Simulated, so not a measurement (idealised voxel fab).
The name of this process module is voxel self aligned vias.
The width of the displayed cross-section, cut, is 180 nm; its cells are square, with a size of 5 nm.
Notation: cross-section as square-cell grid; stated in bands, top first, going down; one or more cell rows per band. Quick guide to a band line: top height, bottom height (nm) up front; then every material left to right with its width in nm. Only one material and it's marked "edge to edge"? Then it fills the band edge to edge. And "empty" just means empty space. It should be noted that heights are counted from 0, beneath which the wafer as supplied is of one material throughout, and that the lowest band possesses no lower boundary but continues downward, as written in "0 down". Quick explanation for "30 to 40": the width changes in equal steps down the rows of cells, from the first number in the band's top row to the second number in its bottom row. Given "left unchanged" for a step, no cell of the cross-section differs between before and after that step. You'll see "Encapsulated voids" listing empty spaces that have no way open to the top, as long as they're 8 cells or more; the notation is width x height at distance, where the distance is from the left edge, and all of it is in nm. Formally, on a step line, whatever follows the settings is a remark that the simulator itself makes on the step. "overlay nm", when on a step's line for a step with a mask, measures how far to the right of its planned place the mask lay; a negative measure means to the left.
# Listed below are the process steps as planned
step 1: RECEIVE with material Si
step 2: CONFORMAL_DEP with material SiO2, thk nm 10
step 3: CONFORMAL_DEP with material SiCN, thk nm 5
step 4: DIRECTIONAL_DEP with material SiO2, thk nm 25
step 5: PATTERN with tone open, mask id LINES, material resist, width nm 30, pitch nm 55, thk nm 20, overlay nm 0
step 6: DIRECTIONAL_ETCH with etch materials SiO2, depth nm 25
step 7: STRIP with etch materials resist
step 8: CONFORMAL_DEP with material TiN, thk nm 5
step 9: FILL_DEP with material W, thk nm 10
step 10: CMP with height nm 40
step 11: SELECTIVE_ETCH with etch materials W Ru TiN, depth nm 10
step 12: FILL_DEP with material SiN, thk nm 5
step 13: CMP with height nm 40
step 14: DIRECTIONAL_DEP with material SiO2, thk nm 20
step 15: PATTERN with tone open, mask id VIAS, material resist, width nm 40, pitch nm 55, thk nm 20, overlay nm 0
step 16: DIRECTIONAL_ETCH with etch materials SiO2, depth nm 20
step 17: DIRECTIONAL_ETCH with etch materials SiN, depth nm 10
step 18: STRIP with etch materials resist
step 19: CONFORMAL_DEP with material TiN, thk nm 5
step 20: FILL_DEP with material Cu, thk nm 5
step 21: CMP with height nm 60
step 22: CONFORMAL_DEP with material SiN, thk nm 5
# Received-state cross-section, reflecting completion of step 1
0 down: Si edge to edge
Encapsulated voids: none
# One mistake in running the module, otherwise start and plan as above: cross-section at the end
65 to 60: SiN edge to edge
60 to 55: 40 SiO2; 15 TiN; 10 Cu; 15 TiN; 15 SiO2; 15 TiN; 10 Cu; 15 TiN; 45 SiO2
55 to 40: 40 SiO2; 40 TiN; 15 SiO2; 40 TiN; 45 SiO2
40 to 30: 45 SiO2; 30 TiN; 25 SiO2; 30 TiN; 50 SiO2
30 to 20: 45 SiO2; 5 TiN; 20 W; 5 TiN; 25 SiO2; 5 TiN; 20 W; 5 TiN; 50 SiO2
20 to 15: 45 SiO2; 30 TiN; 25 SiO2; 30 TiN; 50 SiO2
15 to 10: SiCN edge to edge
10 to 0: SiO2 edge to edge
0 down: Si edge to edge
Encapsulated voids: none
The mistake made against the process plan was this: for step 19, the planned setting was not used; the step was instead run as CONFORMAL_DEP with material TiN, thk nm 15
